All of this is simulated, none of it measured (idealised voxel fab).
Documented hereafter: the process module known as voxel lift off.
The figure presents cross-section cut, which has a width of 285 nm and is divided into square cells with an edge length of 5 nm.
Cross-sections here: square-cell grids, written as top-down lists of bands, a band being one or more rows of cells.
Band: top height; bottom height; in nm. Then, left to right: material with width in nm, for each material. "full width": a single material spanning edge to edge. "blank": empty space.
Below 0: as-received wafer, all one material; heights counted from there. Lowest band: no bottom, goes on down, written "top 0, no bottom".
So if you see something like "30->40" for the width, read it as the top row of the band sitting at the first number and the bottom row at the second, with every row in between moving by the same amount as the last.
Key: "nothing got changed" - step with no changed cell in the cross-section.
Voids not open to the top, 8 cells minimum: see "Entrapped voids". Written width x height at distance; distance is from the left edge; nm.
Whatever follows a step's settings on its line is a remark the simulator itself makes about that step.
"overlay nm", when on a step's line for a step with a mask, measures how far to the right of its planned place the mask lay; a negative measure means to the left.

## Steps planned for the process
step 1: RECEIVE: material Si
step 2: CONFORMAL_DEP: material SiO2, thk nm 5
step 3: PATTERN: tone open, mask id LINES, material resist, width nm 15, pitch nm 30, thk nm 20, overlay nm 0
step 4: DIRECTIONAL_DEP: material Ru, thk nm 10
step 5: STRIP: etch materials resist
step 6: CONFORMAL_DEP: material SiO2, thk nm 5

## As received (post step 1): cross-section
    top 0, no bottom: Si full width
    Entrapped voids: none

## Cross-sectional view of the first of the two wafers upon completion of the module, processed in accordance with the plan
    top 20, bottom 15: blank (100), SiO2 (25), blank (5), SiO2 (25), blank (5), SiO2 (25), blank (100)
    top 15, bottom 10: blank (100), SiO2 (5), Ru (15), SiO2 (5), blank (5), SiO2 (5), Ru (15), SiO2 (5), blank (5), SiO2 (5), Ru (15), SiO2 (5), blank (100)
    top 10, bottom 5: SiO2 (105), Ru (15), SiO2 (15), Ru (15), SiO2 (15), Ru (15), SiO2 (105)
    top 5, bottom 0: SiO2 full width
    top 0, no bottom: Si full width
    Entrapped voids: none

## Same start, same plan as the first wafer - but one mistake in the run. Cross-section of the second of the two at the end of the module
    top 20, bottom 10: blank (100), SiO2 (25), blank (5), SiO2 (25), blank (5), SiO2 (25), blank (100)
    top 10, bottom 0: SiO2 full width
    top 0, no bottom: Si full width
    Entrapped voids: none
Against the plan, the run slipped here: step 4 changed vs plan, executed as DIRECTIONAL_DEP: material SiO2, thk nm 10
The final cell counts differ between the wafers, with the second having more or fewer of some materials than the first: -18 Ru, +18 SiO2
